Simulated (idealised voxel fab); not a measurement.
Process module, titled voxel plated lines
It is cross-section cut that appears here, measuring 190 nm in width, its square cells being 5 nm in size.
Format of a cross-section: grid, square cells. Given as bands. Order: top down. Band: one or more rows of cells. Heights first: top, then bottom, in nm. Then materials, left to right, each with a width in nm. "everywhere" on a single material: fills the band edge to edge. "air": empty space. Heights from 0 (as-received wafer is one material below). Bottom band endless downward, as "from 0 down". Width "30 to 40": first value at the band's top row of cells, second value at its bottom row, equal change from row to row. A step reported as "nothing changed" is a step in which no cell of the cross-section changed. "Voids, enclosed" enumerates empty spaces isolated from the top, with no open way to it, that contain at least 8 cells, giving each as width x height at distance from the left edge, all three in nm. Formally, on a step line, whatever follows the settings is a remark that the simulator itself makes on the step. "overlay nm" on a masked step: distance the mask lay right of its planned place, negative for left.

Process steps - plan:
1) RECEIVE: material Si
2) CONFORMAL_DEP: material Al2O3, thk nm 5
3) DIRECTIONAL_DEP: material TiN, thk nm 5
4) PATTERN: tone open, mask id LINES, material resist, width nm 20, pitch nm 35, thk nm 15, overlay nm 0
5) EPI: material Ru, thk nm 5
6) STRIP: etch materials resist
7) DIRECTIONAL_ETCH: etch materials TiN, depth nm 5
8) CONFORMAL_DEP: material SiN, thk nm 10

This is the cross-section of the wafer as we received it, i.e. after step 1:
- from 0 down = Si everywhere
- Voids, enclosed: none

The following cross-section depicts the wafer upon conclusion of the module. Processing commenced from the starting condition illustrated above and adhered to the plan illustrated above, save for one mistake in execution:
- from 20 to 10 = SiN everywhere
- from 10 to 5 = Al2O3 everywhere
- from 5 to 0 = TiN everywhere
- from 0 down = Si everywhere
- Voids, enclosed: none
Error vs. plan: steps 2 and 3: order swapped relative to plan
